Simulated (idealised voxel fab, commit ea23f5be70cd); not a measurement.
Proc. module: voxel released beams
The cross-section on display is named cut; it measures 195 nm wide, and its cells are 5 nm squares.
A cross-section is a grid of square cells, given in bands from the top down. A band is one or more rows of cells.
What a band's entry tells you: where the top is and where the bottom is, as heights in nm, and after that what lies inside, material by material from left to right, each with its width in nm. Empty space is written as the word "empty", and a single material marked with the word "everywhere" occupies the band from edge to edge.
Heights are reckoned from 0. Under this level, the received wafer is all of one material. The bottommost band is open-ended downward, for example "0..down".
Graded width ("30->40"): value in top row of band = first number; value in bottom row = second number; row-to-row change constant.
The designation "identical to before", where it is given for a processing step, indicates that no cell of the cross-section was altered in the course of that step.
Closed empty spaces (no open way to the top) of 8 cells or more are what "Encapsulated voids" lists, each as width x height at distance from the left edge, nm for all three.
If you see something after the settings on a step's line, that's the simulator's own remark about that step.
"overlay nm" on a masked step: distance the mask lay right of its planned place, negative for left.

Process steps foreseen in the plan
- 1: RECEIVE (material Si)
- 2: CONFORMAL_DEP (material SiN; thk nm 10)
- 3: DIRECTIONAL_DEP (material SiO2; thk nm 10)
- 4: DIRECTIONAL_DEP (material aC; thk nm 10)
- 5: PATTERN (tone open; mask id ANCHOR; material resist; width nm 45; thk nm 25; overlay nm 0)
- 6: DIRECTIONAL_ETCH (etch materials aC; depth nm 10)
- 7: STRIP (etch materials resist)
- 8: DIRECTIONAL_ETCH (etch materials SiO2; depth nm 10)
- 9: STRIP (etch materials aC)
- 10: CONFORMAL_DEP (material polySi; thk nm 15)
- 11: DIRECTIONAL_DEP (material aC; thk nm 15)
- 12: PATTERN (tone cover; mask id BEAM; material resist; width nm 100; thk nm 30; overlay nm 0)
- 13: DIRECTIONAL_ETCH (etch materials aC; depth nm 15)
- 14: STRIP (etch materials resist)
- 15: DIRECTIONAL_ETCH (etch materials polySi; depth nm 15)
- 16: STRIP (etch materials aC)
- 17: STRIP (etch materials SiO2)

On the first of the two wafers: run conducted according to plan

So this is the incoming wafer in cross-section - it's already been through step 1
	0..down  Si everywhere
	Encapsulated voids: none

Wafer section view after processing step 2
	10..0  SiN everywhere
	Heights below 0 show no change.

Wafer section view after processing step 3
	20..10  SiO2 everywhere
	Heights below 10 show no change.

Wafer section view after processing step 4
	30..20  aC everywhere
	Heights below 20 show no change.

Wafer section view after processing step 5
	55..30  resist 50, empty 45, resist 100
	Heights below 30 show no change.

Wafer section view after processing step 6
	45..30  resist 50, empty 45, resist 100
	30..20  aC 50, empty 45, aC 100
	Heights below 20 show no change.

Wafer section view after processing step 7
	30..20  aC 50, empty 45, aC 100
	Heights below 20 show no change.

Wafer section view after processing step 8
	30..20  aC 50, empty 45, aC 100
	20..10  SiO2 50, empty 45, SiO2 100
	Heights below 10 show no change.

Wafer section view after processing step 9
	20..10  SiO2 50, empty 45, SiO2 100
	Heights below 10 show no change.

Wafer section view after processing step 10
	35..25  polySi 65, empty 15, polySi 115
	25..20  polySi everywhere
	20..10  SiO2 50, polySi 45, SiO2 100
	Heights below 10 show no change.

Wafer section view after processing step 11
	50..40  aC 65, empty 15, aC 115
	40..35  aC everywhere
	35..25  polySi 65, aC 15, polySi 115
	Heights below 25 show no change.

Wafer section view after processing step 12
	80..50  empty 45, resist 100, empty 50
	50..40  aC 65, resist 15, aC 115
	Heights below 40 show no change.

Wafer section view after processing step 13
	65..50  empty 45, resist 100, empty 50
	50..40  empty 45, aC 20, resist 15, aC 65, empty 50
	40..35  empty 45, aC 100, empty 50
	Heights below 35 show no change.

Wafer section view after processing step 14
	50..40  empty 45, aC 20, empty 15, aC 65, empty 50
	Heights below 40 show no change.

Wafer section view after processing step 15
	50..40  empty 45, aC 20, empty 15, aC 65, empty 50
	40..35  empty 45, aC 100, empty 50
	35..25  empty 45, polySi 20, aC 15, polySi 65, empty 50
	25..20  empty 45, polySi 100, empty 50
	Heights below 20 show no change.

Wafer section view after processing step 16
	35..25  empty 45, polySi 20, empty 15, polySi 65, empty 50
	Heights below 25 show no change.

Wafer section view after processing step 17
	35..25  empty 45, polySi 20, empty 15, polySi 65, empty 50
	25..20  empty 45, polySi 100, empty 50
	20..10  empty 50, polySi 45, empty 100
	Heights below 10 show no change.

The second wafer: identical to the first at the outset and in its planned sequence, differing only in that one mistake was made during processing; up to and including step 2, its path is the first wafer's path

Cross-section, second wafer, at the end time the plan gives for step 3
	20..0  SiN everywhere
	Heights below 0 show no change.

Cross-section, second wafer, at the end time the plan gives for step 4
	30..20  aC everywhere
	Heights below 20 show no change.

Cross-section, second wafer, at the end time the plan gives for step 5
	55..30  resist 50, empty 45, resist 100
	Heights below 30 show no change.

Cross-section, second wafer, at the end time the plan gives for step 6
	45..30  resist 50, empty 45, resist 100
	30..20  aC 50, empty 45, aC 100
	Heights below 20 show no change.

Cross-section, second wafer, at the end time the plan gives for step 7
	30..20  aC 50, empty 45, aC 100
	Heights below 20 show no change.

Cross-section, second wafer, at the end time the plan gives for step 8: identical to before

Cross-section, second wafer, at the end time the plan gives for step 9
	20..0  SiN everywhere
	Heights below 0 show no change.

Cross-section, second wafer, at the end time the plan gives for step 10
	35..20  polySi everywhere
	Heights below 20 show no change.

Cross-section, second wafer, at the end time the plan gives for step 11
	50..35  aC everywhere
	Heights below 35 show no change.

Cross-section, second wafer, at the end time the plan gives for step 12
	80..50  empty 45, resist 100, empty 50
	Heights below 50 show no change.

Cross-section, second wafer, at the end time the plan gives for step 13
	65..50  empty 45, resist 100, empty 50
	50..35  empty 45, aC 100, empty 50
	Heights below 35 show no change.

Cross-section, second wafer, at the end time the plan gives for step 14
	50..35  empty 45, aC 100, empty 50
	Heights below 35 show no change.

Cross-section, second wafer, at the end time the plan gives for step 15
	50..35  empty 45, aC 100, empty 50
	35..20  empty 45, polySi 100, empty 50
	Heights below 20 show no change.

Cross-section, second wafer, at the end time the plan gives for step 16
	35..20  empty 45, polySi 100, empty 50
	Heights below 20 show no change.

Cross-section, second wafer, at the end time the plan gives for step 17: identical to before
Run error: for step 3, the planned setting was not used; the step was instead run as DIRECTIONAL_DEP (material SiN; thk nm 10)
Counted in cells at the end, the second wafer holds more or fewer of these materials than the first: SiN: 78 more; polySi: 12 fewer
